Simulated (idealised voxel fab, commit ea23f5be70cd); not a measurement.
Herein follows the process module entitled voxel double patterning.
We display cut, a cross-section 205 nm in width whose square cells are each 5 nm.
Bands, listed from the top down, are how a cross-section gets written in this document; the cross-section itself is a grid of square cells, and a band is one or more rows of them. In this notation a band is specified by the heights of its top and bottom, in that order and in nm, after which its materials appear from left to right, each paired with its width in nm. The word "everywhere" attached to a single material means that material fills the band from edge to edge; the word "empty" stands for empty space. It should be noted that heights are counted from 0, beneath which the wafer as supplied is of one material throughout, and that the lowest band possesses no lower boundary but continues downward, as written in "top 0, no bottom". The expression "30->40" gives the width at the extremes of the band, the first number at its top row of cells and the second at its bottom row, with the width changing by equal amounts from each row to the next in between. Reading "nothing got changed" for a step: not a cell of the cross-section changed in it. Empty spaces counting at least 8 cells and having no open way to the top are listed in "Enclosed void inventory". The notation width x height at distance is used for each, the distance being from the left edge and all three values in nm. Where a step's line continues beyond its settings, the continuation is a remark by the simulator itself on that step. On any step carrying a mask, the "overlay nm" setting, if present on the step's line, tells how far right of its planned place the mask lay; negative values point to the left.
STEPS IN THE PROCESS PLAN
| 1 | RECEIVE: material Si |
| 2 | CONFORMAL_DEP: material SiO2, thk nm 10 |
| 3 | DIRECTIONAL_DEP: material TiN, thk nm 15 |
| 4 | DIRECTIONAL_DEP: material SiCN, thk nm 10 |
| 5 | MASKED_ETCH: tone open, mask id FIRST, width nm 15, pitch nm 50, etch materials SiCN, depth nm 10, overlay nm 0 |
| 6 | MASKED_ETCH: tone open, mask id SECOND, width nm 15, etch materials SiCN, depth nm 10, overlay nm 0 |
| 7 | DIRECTIONAL_ETCH: etch materials TiN, depth nm 15 |
| 8 | STRIP: etch materials SiCN |
HERE'S WHAT THE WAFER LOOKED LIKE IN CROSS-SECTION WHEN IT ARRIVED - THAT'S AFTER STEP 1
> top 0, no bottom  Si everywhere
> Enclosed void inventory: none
FIGURE: CROSS-SECTIONAL VIEW OF THE WAFER UPON COMPLETION OF THE MODULE, PROCESSED FROM THE INITIAL STATE AND ACCORDING TO THE PLAN DEPICTED ABOVE, WITH ONE ERROR INTRODUCED DURING EXECUTION
> top 20, bottom 10  TiN 70 / empty 15 / TiN 10 / empty 15 / TiN 10 / empty 15 / TiN 70
> top 10, bottom 0  SiO2 everywhere
> top 0, no bottom  Si everywhere
> Enclosed void inventory: none
what went wrong: step 3 was processed under conditions differing from the plan, specifically as DIRECTIONAL_DEP: material TiN, thk nm 10
